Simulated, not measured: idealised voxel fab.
process module | voxel spacer lines
cross-section cut | 155 nm wide | cells 5 nm
A cross-section is a grid of square cells, given in bands from the top down. A band is one or more rows of cells.
Each band's line starts with the height of the band's top and of its bottom, in nm. Then come its materials from left to right, each with its width in nm. One material with "throughout" fills the band from edge to edge. "air" is empty space.
Height 0 is the level under which the wafer as received is all one material. The lowest band goes on downwards, as in "0 down".
A width such as "30 to 40" changes by the same amount from each row of cells to the next, from the band's top row to its bottom row.
"no change" after a step means that no cell of the cross-section changed.
closed voids: empty space of 8 cells or more with no open way to the top, each as width x height at its distance from the left edge, in nm
after a step's settings: what the simulator itself notes on the step
overlay nm, on a step with a mask: how far to the right of its planned place the mask lay; to the left if negative
plan
1 op RECEIVE | material Si
2 op CONFORMAL_DEP | material Al2O3 | thk nm 5
3 op DIRECTIONAL_DEP | material SiN | thk nm 10
4 op DIRECTIONAL_DEP | material polySi | thk nm 20
5 op PATTERN | tone cover | mask id MANDREL | material resist | width nm 25 | pitch nm 70 | thk nm 25 | overlay nm 0
6 op DIRECTIONAL_ETCH | etch materials polySi | depth nm 20
7 op STRIP | etch materials resist
8 op CONFORMAL_DEP | material SiO2 | thk nm 10
9 op DIRECTIONAL_ETCH | etch materials SiO2 | depth nm 10
10 op STRIP | etch materials polySi
11 op DIRECTIONAL_ETCH | etch materials SiN | depth nm 10
12 op STRIP | etch materials SiO2
first wafer, as planned
as received, after step 1
  0 down: Si throughout
  closed voids: none
after step 2
  5 to 0: Al2O3 throughout
  below 0: unchanged
after step 3
  15 to 5: SiN throughout
  below 5: unchanged
after step 4
  35 to 15: polySi throughout
  below 15: unchanged
after step 5
  60 to 35: air 30 | resist 25 | air 45 | resist 25 | air 30
  below 35: unchanged
after step 6
  60 to 35: air 30 | resist 25 | air 45 | resist 25 | air 30
  35 to 15: air 30 | polySi 25 | air 45 | polySi 25 | air 30
  below 15: unchanged
after step 7
  35 to 15: air 30 | polySi 25 | air 45 | polySi 25 | air 30
  below 15: unchanged
after step 8
  45 to 35: air 20 | SiO2 45 | air 25 | SiO2 45 | air 20
  35 to 25: air 20 | SiO2 10 | polySi 25 | SiO2 10 | air 25 | SiO2 10 | polySi 25 | SiO2 10 | air 20
  25 to 15: SiO2 30 | polySi 25 | SiO2 45 | polySi 25 | SiO2 30
  below 15: unchanged
after step 9
  35 to 15: air 20 | SiO2 10 | polySi 25 | SiO2 10 | air 25 | SiO2 10 | polySi 25 | SiO2 10 | air 20
  below 15: unchanged
after step 10
  35 to 15: air 20 | SiO2 10 | air 25 | SiO2 10 | air 25 | SiO2 10 | air 25 | SiO2 10 | air 20
  below 15: unchanged
after step 11
  35 to 15: air 20 | SiO2 10 | air 25 | SiO2 10 | air 25 | SiO2 10 | air 25 | SiO2 10 | air 20
  15 to 5: air 20 | SiN 10 | air 25 | SiN 10 | air 25 | SiN 10 | air 25 | SiN 10 | air 20
  below 5: unchanged
after step 12
  15 to 5: air 20 | SiN 10 | air 25 | SiN 10 | air 25 | SiN 10 | air 25 | SiN 10 | air 20
  below 5: unchanged
second wafer: like start, like plan, one mistake. Through step 4 it matches the first wafer
when step 5 should have ended
  60 to 35: resist 30 | air 25 | resist 45 | air 25 | resist 30
  below 35: unchanged
when step 6 should have ended
  60 to 35: resist 30 | air 25 | resist 45 | air 25 | resist 30
  35 to 15: polySi 30 | air 25 | polySi 45 | air 25 | polySi 30
  below 15: unchanged
when step 7 should have ended
  35 to 15: polySi 30 | air 25 | polySi 45 | air 25 | polySi 30
  below 15: unchanged
when step 8 should have ended
  45 to 35: SiO2 40 | air 5 | SiO2 65 | air 5 | SiO2 40
  35 to 25: polySi 30 | SiO2 10 | air 5 | SiO2 10 | polySi 45 | SiO2 10 | air 5 | SiO2 10 | polySi 30
  25 to 15: polySi 30 | SiO2 25 | polySi 45 | SiO2 25 | polySi 30
  below 15: unchanged
when step 9 should have ended
  35 to 15: polySi 30 | SiO2 10 | air 5 | SiO2 10 | polySi 45 | SiO2 10 | air 5 | SiO2 10 | polySi 30
  below 15: unchanged
when step 10 should have ended
  35 to 15: air 30 | SiO2 10 | air 5 | SiO2 10 | air 45 | SiO2 10 | air 5 | SiO2 10 | air 30
  below 15: unchanged
when step 11 should have ended
  35 to 15: air 30 | SiO2 10 | air 5 | SiO2 10 | air 45 | SiO2 10 | air 5 | SiO2 10 | air 30
  15 to 5: air 30 | SiN 10 | air 5 | SiN 10 | air 45 | SiN 10 | air 5 | SiN 10 | air 30
  below 5: unchanged
when step 12 should have ended
  15 to 5: air 30 | SiN 10 | air 5 | SiN 10 | air 45 | SiN 10 | air 5 | SiN 10 | air 30
  below 5: unchanged
what went wrong: step 5 ran as: op PATTERN | tone open | mask id MANDREL | material resist | width nm 25 | pitch nm 70 | thk nm 25 | overlay nm 0
at the end the second wafer has, in cells: as many of each material as the first, in other places
